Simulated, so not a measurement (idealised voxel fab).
The process module presented herein is designated voxel trench capacitor.
Square cells of 5 nm make up the cross-section cut, whose width is 210 nm.
Bands, listed from the top down, are how a cross-section gets written in this document; the cross-section itself is a grid of square cells, and a band is one or more rows of them.
Per band: top height and bottom height in nm, followed by the left-to-right materials and their widths in nm; "full width" marks a single material spanning edge to edge, "air" marks empty space.
For the purposes of this specification, 0 denotes the height below which the wafer in its as-received condition is composed wholly of one material, and the lowermost band, lacking a lower limit, extends downward without end, as expressed in "0 down".
With a width like "30..40", each row of cells in the band differs from the next by the same amount, the top row carrying the first number and the bottom row the second.
Given "nothing was modified" for a step, no cell of the cross-section differs between before and after that step.
Enclosed voids (no open way to top), threshold 8 cells or more, entry "Catalogued sealed voids", notation width x height at distance, distance from left edge, nm.
Whatever follows a step's settings on its line is a remark the simulator itself makes about that step.
You can add "overlay nm" to a step's line. For a step with a mask, it describes how far the mask lay to the right of its planned position, and a negative number describes a lay to the left.

Process steps (planned)
1 RECEIVE with material Si
2 CONFORMAL_DEP with material SiN, thk nm 10
3 PATTERN with tone open, mask id TRENCH, material resist, width nm 20, pitch nm 35, thk nm 15, overlay nm 0
4 DIRECTIONAL_ETCH with etch materials SiN, depth nm 10
5 DIRECTIONAL_ETCH with etch materials Si, depth nm 25
6 STRIP with etch materials resist
7 CONFORMAL_DEP with material SiO2, thk nm 5
8 FILL_DEP with material polySi, thk nm 5
9 CMP with height nm 10

Wafer as received: cross-section following step 1
- 0 down = Si full width
- Catalogued sealed voids: none

Run as planned - first of the two wafers cross-sectioned at the end of the module
- 10 to 0 = 40 of SiN, then 5 of SiO2, then 10 of polySi, then 5 of SiO2, then 15 of SiN, then 5 of SiO2, then 10 of polySi, then 5 of SiO2, then 15 of SiN, then 5 of SiO2, then 10 of polySi, then 5 of SiO2, then 15 of SiN, then 5 of SiO2, then 10 of polySi, then 5 of SiO2, then 45 of SiN
- 0 to -20 = 40 of Si, then 5 of SiO2, then 10 of polySi, then 5 of SiO2, then 15 of Si, then 5 of SiO2, then 10 of polySi, then 5 of SiO2, then 15 of Si, then 5 of SiO2, then 10 of polySi, then 5 of SiO2, then 15 of Si, then 5 of SiO2, then 10 of polySi, then 5 of SiO2, then 45 of Si
- -20 to -25 = 40 of Si, then 20 of SiO2, then 15 of Si, then 20 of SiO2, then 15 of Si, then 20 of SiO2, then 15 of Si, then 20 of SiO2, then 45 of Si
- -25 down = Si full width
- Catalogued sealed voids: none

Cross-section, wafer two of two, end of module: same start and plan as wafer one, one error in execution
- 10 to 0 = 50 of SiN, then 5 of SiO2, then 10 of polySi, then 5 of SiO2, then 15 of SiN, then 5 of SiO2, then 10 of polySi, then 5 of SiO2, then 15 of SiN, then 5 of SiO2, then 10 of polySi, then 5 of SiO2, then 15 of SiN, then 5 of SiO2, then 10 of polySi, then 5 of SiO2, then 35 of SiN
- 0 to -20 = 50 of Si, then 5 of SiO2, then 10 of polySi, then 5 of SiO2, then 15 of Si, then 5 of SiO2, then 10 of polySi, then 5 of SiO2, then 15 of Si, then 5 of SiO2, then 10 of polySi, then 5 of SiO2, then 15 of Si, then 5 of SiO2, then 10 of polySi, then 5 of SiO2, then 35 of Si
- -20 to -25 = 50 of Si, then 20 of SiO2, then 15 of Si, then 20 of SiO2, then 15 of Si, then 20 of SiO2, then 15 of Si, then 20 of SiO2, then 35 of Si
- -25 down = Si full width
- Catalogued sealed voids: none
Deviation noted in wafer processing: step 3 deviated from plan and actually ran as PATTERN with tone open, mask id TRENCH, material resist, width nm 20, pitch nm 35, thk nm 15, overlay nm 10
The concluding comparison shows that, measured in cells, each material is equally abundant on both wafers, albeit at different positions.
